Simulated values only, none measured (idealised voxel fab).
Process module, titled voxel tone inversion
Cross-section cut: width 170 nm, square cells of 5 nm.
Reading order for cross-sections: top band down to bottom band. Underlying form: a grid of square cells. Band size: one or more rows of cells.
First you get the band's top height and its bottom height, in nm, and then the materials it's made of, left to right, with each width in nm. If you see a single material with "everywhere", that one covers the band edge to edge. "empty" is empty space.
Below 0: as-received wafer, all one material; heights counted from there. Lowest band: no bottom, goes on down, written "z 0 and below".
The expression "30->40" gives the width at the extremes of the band, the first number at its top row of cells and the second at its bottom row, with the width changing by equal amounts from each row to the next in between.
Basically "nothing different" means that step didn't change any cell in the cross-section.
In "Enclosed internal cavities" the enclosed voids are listed, meaning empty spaces of 8 cells or larger without any opening to the top. The form is width x height at distance, distance from the left edge, units nm.
Past the settings on a step's line: simulator remark, on that step.
A step line may carry the setting "overlay nm", which, for steps involving a mask, states the distance by which the mask lay to the right of its intended position; negative values denote displacement to the left.

## The planned process steps are enumerated hereunder
step 1: RECEIVE with material Si
step 2: CONFORMAL_DEP with material SiN, thk nm 10
step 3: DIRECTIONAL_DEP with material polySi, thk nm 20
step 4: PATTERN with tone cover, mask id POSTS, material resist, width nm 15, pitch nm 45, thk nm 25, overlay nm 0
step 5: DIRECTIONAL_ETCH with etch materials polySi, depth nm 20
step 6: STRIP with etch materials resist
step 7: FILL_DEP with material lowk, thk nm 10
step 8: CMP with height nm 30
step 9: STRIP with etch materials polySi
step 10: CONFORMAL_DEP with material TiN, thk nm 5
step 11: FILL_DEP with material Cu, thk nm 10
step 12: CMP with height nm 30
step 13: CONFORMAL_DEP with material SiCN, thk nm 5

## Incoming wafer in cross-section (state: after step 1)
- z 0 and below = Si everywhere
- Enclosed internal cavities: none

## Cross-section: first of two wafers, module finished, run according to plan
- z 35 to 30 = SiCN everywhere
- z 30 to 15 = lowk 30, then TiN 5, then Cu 5, then TiN 5, then lowk 30, then TiN 5, then Cu 5, then TiN 5, then lowk 30, then TiN 5, then Cu 5, then TiN 5, then lowk 35
- z 15 to 10 = lowk 30, then TiN 15, then lowk 30, then TiN 15, then lowk 30, then TiN 15, then lowk 35
- z 10 to 0 = SiN everywhere
- z 0 and below = Si everywhere
- Enclosed internal cavities: none

## Here is the second of the two wafers cut open at the end of the module - same start, same plan as the first one, but we made one mistake running it
- z 35 to 30 = SiCN everywhere
- z 30 to 15 = lowk 25, then TiN 5, then Cu 15, then TiN 5, then lowk 20, then TiN 5, then Cu 15, then TiN 5, then lowk 20, then TiN 5, then Cu 15, then TiN 5, then lowk 30
- z 15 to 10 = lowk 25, then TiN 25, then lowk 20, then TiN 25, then lowk 20, then TiN 25, then lowk 30
- z 10 to 0 = SiN everywhere
- z 0 and below = Si everywhere
- Enclosed internal cavities: none
What was the processing mistake? step 4 deviated from plan and actually ran as PATTERN with tone cover, mask id POSTS, material resist, width nm 25, pitch nm 45, thk nm 25, overlay nm 0
Count the cells at the end and the second wafer has more or fewer of some materials than the first: 18 more of Cu, 6 more of TiN, 24 fewer of lowk
